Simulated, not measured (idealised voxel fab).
process module | voxel gate over fins
Square cells of 5 nm make up the cross-section cut, whose width is 200 nm.
Format of a cross-section: grid, square cells. Given as bands. Order: top down. Band: one or more rows of cells. This entry defines a band. It first specifies the height of the band's top and the height of its bottom in nm, and then specifies the band's materials from left to right, stating each material with its width in nm. The word "throughout" identifies a single material that fills the band from edge to edge, while the word "empty" identifies empty space. We count height from 0. Below that, the starting wafer is all one material. The lowest band never ends at the bottom but goes on down; see "z 0 and below" for how that is written. The two numbers in a width such as "30->40" mark its ends across the band: the first belongs to the top row of cells, the second to the bottom row, and from each row to the next the width moves by the same amount. Where a step carries "left unchanged", the cross-section came out of it unchanged, cell for cell. "Closed internal cavities" means: voids of 8 cells or more that are shut off from the top with no open way through. Written width x height at distance, distance from the left edge, in nm. If you see something after the settings on a step's line, that's the simulator's own remark about that step. overlay nm: how far to the right of its planned place the mask lay on this masked step (negative: to the left).
The planned process steps are enumerated hereunder:
1,RECEIVE: material Si
2,CONFORMAL_DEP: material SiN, thk nm 10
3,PATTERN: tone cover, mask id FINS, material resist, width nm 15, pitch nm 60, thk nm 15, overlay nm 0
4,DIRECTIONAL_ETCH: etch materials SiN, depth nm 10
5,DIRECTIONAL_ETCH: etch materials Si, depth nm 35
6,STRIP: etch materials resist
7,FILL_DEP: material SiO2, thk nm 5
8,CMP: height nm 10
9,DIRECTIONAL_DEP: material aC, thk nm 15
10,PATTERN: tone open, mask id RAIL, material resist, width nm 15, thk nm 30, overlay nm 0
11,DIRECTIONAL_ETCH: etch materials aC, depth nm 15
12,STRIP: etch materials resist
13,DIRECTIONAL_ETCH: etch materials SiO2, depth nm 40
14,STRIP: etch materials aC
15,CONFORMAL_DEP: material TiN, thk nm 5
16,FILL_DEP: material W, thk nm 5
17,CMP: height nm 10
18,SELECTIVE_ETCH: etch materials W Ru TiN, depth nm 30
19,FILL_DEP: material SiO2, thk nm 5
20,CMP: height nm 10
21,SELECTIVE_ETCH: etch materials SiO2, depth nm 25
22,STRIP: etch materials SiN
23,CONFORMAL_DEP: material HfO2, thk nm 5
24,CONFORMAL_DEP: material TiN, thk nm 5
25,CONFORMAL_DEP: material TiAl, thk nm 5
26,CONFORMAL_DEP: material TiN, thk nm 5
27,FILL_DEP: material W, thk nm 15
28,CMP: height nm 30
29,CONFORMAL_DEP: material SiCN, thk nm 5
as received, after step 1:
- z 0 and below  Si throughout
- Closed internal cavities: none
a wafer at the end: this start, this plan, one mistake:
- z 35 to 30  SiCN throughout
- z 30 to 20  W throughout
- z 20 to 15  TiN throughout
- z 15 to 10  TiAl throughout
- z 10 to 5  TiN throughout
- z 5 to 0  HfO2=65; TiN=5; HfO2=55; TiN=5; HfO2=70
- z 0 to -10  Si=60; HfO2=5; TiN=5; HfO2=5; Si=45; HfO2=5; TiN=5; HfO2=5; Si=65
- z -10 to -15  Si=60; HfO2=15; Si=45; HfO2=15; Si=65
- z -15 to -35  Si=60; SiO2=15; Si=45; SiO2=15; Si=65
- z -35 and below  Si throughout
- Closed internal cavities: none
Deviation from plan: so step 3 ended up running with a different setting than we planned, it ran as PATTERN: tone open, mask id FINS, material resist, width nm 15, pitch nm 60, thk nm 15, overlay nm 0
